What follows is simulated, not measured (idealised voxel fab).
voxel wiring stack: a process module
Cross-section cut spans 165 nm and uses square cells 5 nm in size.
Just so we're on the same page, the cross-sections are grids of square cells, and they're listed out in bands top to bottom, each band one or more rows deep. What a band's entry tells you: where the top is and where the bottom is, as heights in nm, and after that what lies inside, material by material from left to right, each with its width in nm. Empty space is written as the word "empty", and a single material marked with the word "edge to edge" occupies the band from edge to edge. Height datum 0, below which the as-received substrate wafer is one material. Lowest band open at the bottom, running downward: "0 down". So if you see something like "30 to 40" for the width, read it as the top row of the band sitting at the first number and the bottom row at the second, with every row in between moving by the same amount as the last. "nothing different" for a step: no cell of the cross-section changed in that step. Look at "Closed cavities" for the closed voids: empty spaces with no open path to the top, sized 8 cells or up. Each is width x height at distance, distance from the left edge, all nm. On a step's line, text after the settings is the simulator commenting on that step. overlay nm: mask right of planned place by this much (step with mask). Neg. = left.
These are the steps we planned for the process
step 1: RECEIVE: material Si
step 2: CONFORMAL_DEP: material SiO2, thk nm 10
step 3: DIRECTIONAL_DEP: material TiN, thk nm 5
step 4: DIRECTIONAL_DEP: material Ru, thk nm 25
step 5: DIRECTIONAL_DEP: material aC, thk nm 15
step 6: PATTERN: tone cover, mask id METAL_1, material resist, width nm 25, pitch nm 45, thk nm 35, overlay nm 0
step 7: DIRECTIONAL_ETCH: etch materials aC, depth nm 15
step 8: STRIP: etch materials resist
step 9: DIRECTIONAL_ETCH: etch materials Ru, depth nm 25
step 10: DIRECTIONAL_ETCH: etch materials TiN, depth nm 5
step 11: STRIP: etch materials aC
step 12: FILL_DEP: material SiO2, thk nm 5
step 13: CMP: height nm 40
step 14: CONFORMAL_DEP: material SiCN, thk nm 5
step 15: DIRECTIONAL_DEP: material SiO2, thk nm 15
step 16: DIRECTIONAL_DEP: material aC, thk nm 10
step 17: PATTERN: tone open, mask id PLUG_1, material resist, width nm 15, thk nm 30, overlay nm 0
step 18: DIRECTIONAL_ETCH: etch materials aC, depth nm 10
step 19: STRIP: etch materials resist
step 20: DIRECTIONAL_ETCH: etch materials SiO2, depth nm 15
step 21: DIRECTIONAL_ETCH: etch materials SiCN, depth nm 5
step 22: STRIP: etch materials aC
step 23: CONFORMAL_DEP: material TiN, thk nm 5
step 24: FILL_DEP: material W, thk nm 10
step 25: CMP: height nm 60
step 26: DIRECTIONAL_DEP: material TiN, thk nm 5
step 27: DIRECTIONAL_DEP: material W, thk nm 20
step 28: DIRECTIONAL_DEP: material aC, thk nm 10
step 29: PATTERN: tone cover, mask id METAL_2, material resist, width nm 25, pitch nm 45, thk nm 30, overlay nm 0
step 30: DIRECTIONAL_ETCH: etch materials aC, depth nm 10
step 31: STRIP: etch materials resist
step 32: DIRECTIONAL_ETCH: etch materials W, depth nm 20
step 33: DIRECTIONAL_ETCH: etch materials TiN, depth nm 5
step 34: STRIP: etch materials aC
step 35: CONFORMAL_DEP: material SiCN, thk nm 5
step 36: FILL_DEP: material SiO2, thk nm 5
step 37: CMP: height nm 85
step 38: CONFORMAL_DEP: material SiCN, thk nm 5
Cross-section of the wafer as it came to us, i.e., already through step 1
  0 down | Si edge to edge
  Closed cavities: none
The plan above was carried out on the starting structure above with one mistake, and this cross-section shows the wafer at the end of the module
  90 to 85 | SiCN edge to edge
  85 to 65 | 45 of W  5 of SiCN  15 of SiO2  5 of SiCN  20 of W  5 of SiCN  15 of SiO2  5 of SiCN  50 of W
  65 to 60 | 45 of TiN  25 of SiCN  20 of TiN  25 of SiCN  50 of TiN
  60 to 45 | 45 of SiO2  5 of TiN  5 of W  5 of TiN  105 of SiO2
  45 to 40 | 45 of SiCN  15 of TiN  105 of SiCN
  40 to 15 | 45 of SiO2  25 of Ru  20 of SiO2  25 of Ru  50 of SiO2
  15 to 10 | 45 of SiO2  25 of TiN  20 of SiO2  25 of TiN  50 of SiO2
  10 to 0 | SiO2 edge to edge
  0 down | Si edge to edge
  Closed cavities: none
what went wrong: step 29 was run on a setting that differed from the plan, and what really ran there is PATTERN: tone open, mask id METAL_2, material resist, width nm 25, pitch nm 45, thk nm 30, overlay nm 0
